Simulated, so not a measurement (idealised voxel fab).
Process module, titled voxel self aligned contacts
FYI the section here is cut, 285 nm wide, cells are 5 nm squares.
How to read a cross-section here: the picture is a grid of square cells, written as bands going from the top down, and any band can span one or more rows of cells. Band entry format. Leading values: height of top, height of bottom, nm. Remainder: materials in left-to-right order, each with its width in nm. Special words: "everywhere" on a single material, which then fills the band edge to edge; "air", empty space. For the purposes of this specification, 0 denotes the height below which the wafer in its as-received condition is composed wholly of one material, and the lowermost band, lacking a lower limit, extends downward without end, as expressed in "0 nm and below". Graded width ("30 to 40"): value in top row of band = first number; value in bottom row = second number; row-to-row change constant. Reading "left unchanged" for a step: not a cell of the cross-section changed in it. Entry "Voids, enclosed" = empty spaces >= 8 cells with no open way to the top; each as width x height at distance, distance from left edge, all nm. Formally, on a step line, whatever follows the settings is a remark that the simulator itself makes on the step. overlay nm: on a step with a mask, how far right of its planned place the mask lay; negative means left.
The planned process steps are enumerated hereunder
step 1: op RECEIVE | material Si
step 2: op OXIDIZE | depth nm 5
step 3: op DIRECTIONAL_DEP | material polySi | thk nm 30
step 4: op DIRECTIONAL_DEP | material SiN | thk nm 20
step 5: op MASKED_ETCH | tone cover | mask id GATE | width nm 25 | pitch nm 70 | etch materials SiN | depth nm 20 | overlay nm 0
step 6: op MASKED_ETCH | tone cover | mask id GATE | width nm 25 | pitch nm 70 | etch materials polySi | depth nm 30 | overlay nm 0
step 7: op CONFORMAL_DEP | material SiN | thk nm 10
step 8: op DIRECTIONAL_ETCH | etch materials SiN | depth nm 10
step 9: op FILL_DEP | material SiO2 | thk nm 20
step 10: op CMP | height nm 60
step 11: op DIRECTIONAL_DEP | material aC | thk nm 10
step 12: op PATTERN | tone open | mask id CONTACT | material resist | width nm 55 | pitch nm 70 | thk nm 30 | overlay nm 0
step 13: op DIRECTIONAL_ETCH | etch materials aC | depth nm 10
step 14: op STRIP | etch materials resist
step 15: op DIRECTIONAL_ETCH | etch materials SiO2 | depth nm 65
step 16: op STRIP | etch materials aC
step 17: op CONFORMAL_DEP | material TiN | thk nm 5
step 18: op FILL_DEP | material W | thk nm 10
step 19: op CMP | height nm 60
step 20: op CONFORMAL_DEP | material SiN | thk nm 5
As-received wafer cross-section (after step 1)
- 0 nm and below: Si everywhere
- Voids, enclosed: none
First of two wafers: cross-section at end of module, run per plan
- 65 nm to 60 nm: SiN everywhere
- 60 nm to 50 nm: SiO2: 80  TiN: 5 to 20  W: 45 to 15  TiN: 5 to 20  SiO2: 15  TiN: 5 to 20  W: 45 to 15  TiN: 5 to 20  SiO2: 80
- 50 nm to 30 nm: SiO2: 50  SiN: 45  TiN: 5  W: 15  TiN: 5  SiN: 45  TiN: 5  W: 15  TiN: 5  SiN: 45  SiO2: 50
- 30 nm to 0 nm: SiO2: 50  SiN: 10  polySi: 25  SiN: 10  TiN: 5  W: 15  TiN: 5  SiN: 10  polySi: 25  SiN: 10  TiN: 5  W: 15  TiN: 5  SiN: 10  polySi: 25  SiN: 10  SiO2: 50
- 0 nm to -5 nm: SiO2: 95  TiN: 25  SiO2: 45  TiN: 25  SiO2: 95
- -5 nm and below: Si everywhere
- Voids, enclosed: none
Cross-sectional view of the second of two wafers upon completion of the module. This wafer shared its starting condition and process plan with the first; one error was made during its execution
- 65 nm to 60 nm: SiN everywhere
- 60 nm to 55 nm: SiO2: 80  TiN: 5  W: 45  TiN: 5  SiO2: 15  TiN: 5  W: 45  TiN: 5  SiO2: 80
- 55 nm to 50 nm: SiO2: 80  TiN: 55  SiO2: 15  TiN: 55  SiO2: 80
- 50 nm to 30 nm: SiN: 70  SiO2: 5  SiN: 65  SiO2: 5  SiN: 65  SiO2: 5  SiN: 70
- 30 nm to 0 nm: polySi everywhere
- 0 nm to -5 nm: SiO2 everywhere
- -5 nm and below: Si everywhere
- Voids, enclosed: none
Plan not followed: step 5 off recipe, ran as op MASKED_ETCH | tone open | mask id GATE | width nm 25 | pitch nm 70 | etch materials SiN | depth nm 20 | overlay nm 0
Count the cells at the end and the second wafer has more or fewer of some materials than the first: SiN: 36 more | SiO2: 178 fewer | TiN: 44 fewer | W: 66 fewer | polySi: 252 more
